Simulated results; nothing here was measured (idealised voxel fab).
Title: Process Module voxel spacer lines
FYI the section here is cut, 265 nm wide, cells are 5 nm squares.
In this document a cross-section is written as a grid of square cells. It is given as a series of bands, listed from the top down, and a band is one or more rows of cells. The band entry comprises the height of the band's top followed by the height of its bottom, expressed in nm, and subsequently the band's materials from left to right, each stated together with its width in nm. Where a single material is marked with the word "all across", that material fills the band from edge to edge. The word "blank" represents empty space. Height is counted from the level 0, under which the received wafer is composed throughout of one material. The lowest of the bands is not closed at the bottom but continues downward, in the notation "0 down". Read "30..40" as a graded width: first number on top, second number at the bottom, same change between each pair of neighbouring rows. Where a step carries "changes: none", the cross-section came out of it unchanged, cell for cell. The list in "Trapped cavities" covers empty spaces of 8 cells or more that cannot reach the top through any open way, and it gives each as width x height at distance; the distance is from the left edge, and width, height and distance are in nm. On each step's line, the part that comes after the settings is the simulator's own comment on the step. The line of a step may include "overlay nm". On a step with a mask, this value is how far to the right of its planned place the mask lay. A negative value means the mask lay to the left.
## The process steps that were planned are listed below
1 RECEIVE,material Si
2 CONFORMAL_DEP,material Al2O3,thk nm 10
3 DIRECTIONAL_DEP,material W,thk nm 10
4 DIRECTIONAL_DEP,material polySi,thk nm 25
5 PATTERN,tone cover,mask id MANDREL,material resist,width nm 20,pitch nm 70,thk nm 30,overlay nm 0
6 DIRECTIONAL_ETCH,etch materials polySi,depth nm 25
7 STRIP,etch materials resist
8 CONFORMAL_DEP,material SiO2,thk nm 15
9 DIRECTIONAL_ETCH,etch materials SiO2,depth nm 15
10 STRIP,etch materials polySi
11 DIRECTIONAL_ETCH,etch materials W,depth nm 10
12 STRIP,etch materials SiO2
## Cross-section of the wafer upon arrival, representing the state reached after step 1
* 0 down = Si all across
* Trapped cavities: none
## Post-module cross-section of the first of two wafers (run per plan)
* 20 to 10 = blank 70 nm, then W 15 nm, then blank 20 nm, then W 15 nm, then blank 20 nm, then W 15 nm, then blank 20 nm, then W 15 nm, then blank 75 nm
* 10 to 0 = Al2O3 all across
* 0 down = Si all across
* Trapped cavities: none
## Here is the second of the two wafers cut open at the end of the module - same start, same plan as the first one, but we made one mistake running it
* 20 to 10 = blank 65 nm, then W 15 nm, then blank 20 nm, then W 15 nm, then blank 20 nm, then W 15 nm, then blank 20 nm, then W 15 nm, then blank 80 nm
* 10 to 0 = Al2O3 all across
* 0 down = Si all across
* Trapped cavities: none
Run error: step 5 ran differently from the plan; actual operation with settings: PATTERN,tone cover,mask id MANDREL,material resist,width nm 20,pitch nm 70,thk nm 30,overlay nm -5
At the close, every material occupies the same number of cells on the second wafer as on the first, only in different positions.
